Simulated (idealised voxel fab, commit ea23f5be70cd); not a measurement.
process module | voxel fin reveal
cross-section cut | 220 nm wide | cells 5 nm
A cross-section is a grid of square cells, given in bands from the top down. A band is one or more rows of cells.
Each band's line starts with the height of the band's top and of its bottom, in nm. Then come its materials from left to right, each with its width in nm. One material with "throughout" fills the band from edge to edge. "air" is empty space.
Height 0 is the level under which the wafer as received is all one material. The lowest band goes on downwards, as in "0 down".
A width such as "30 to 40" changes by the same amount from each row of cells to the next, from the band's top row to its bottom row.
"no change" after a step means that no cell of the cross-section changed.
closed voids: empty space of 8 cells or more with no open way to the top, each as width x height at its distance from the left edge, in nm
after a step's settings: what the simulator itself notes on the step
overlay nm, on a step with a mask: how far to the right of its planned place the mask lay; to the left if negative
plan
1 op RECEIVE | material Si
2 op CONFORMAL_DEP | material SiN | thk nm 10
3 op MASKED_ETCH | tone cover | mask id FINS | width nm 15 | pitch nm 35 | etch materials SiN | depth nm 10 | overlay nm 0
4 op MASKED_ETCH | tone cover | mask id FINS | width nm 15 | pitch nm 35 | etch materials Si | depth nm 40 | overlay nm 0
5 op OXIDIZE | depth nm 5
6 op FILL_DEP | material SiO2 | thk nm 15
7 op CMP | height nm 10
8 op SELECTIVE_ETCH | etch materials SiO2 | depth nm 30
9 op STRIP | etch materials SiN
as received, after step 1
  0 down: Si throughout
  closed voids: none
first wafer at the end, as planned
  0 to -20: air 70 | Si 5 | air 30 | Si 5 | air 30 | Si 5 | air 75
  -20 to -45: SiO2 70 | Si 5 | SiO2 30 | Si 5 | SiO2 30 | Si 5 | SiO2 75
  -45 down: Si throughout
  closed voids: none
second wafer at the end: like start, like plan, one mistake
  0 to -20: air 70 | Si 5 | air 30 | Si 5 | air 30 | Si 5 | air 75
  -20 to -50: SiO2 70 | Si 5 | SiO2 30 | Si 5 | SiO2 30 | Si 5 | SiO2 75
  -50 down: Si throughout
  closed voids: none
what went wrong: step 4 ran as: op MASKED_ETCH | tone cover | mask id FINS | width nm 15 | pitch nm 35 | etch materials Si | depth nm 45 | overlay nm 0
at the end the second wafer has, in cells: 41 fewer of Si | 41 more of SiO2
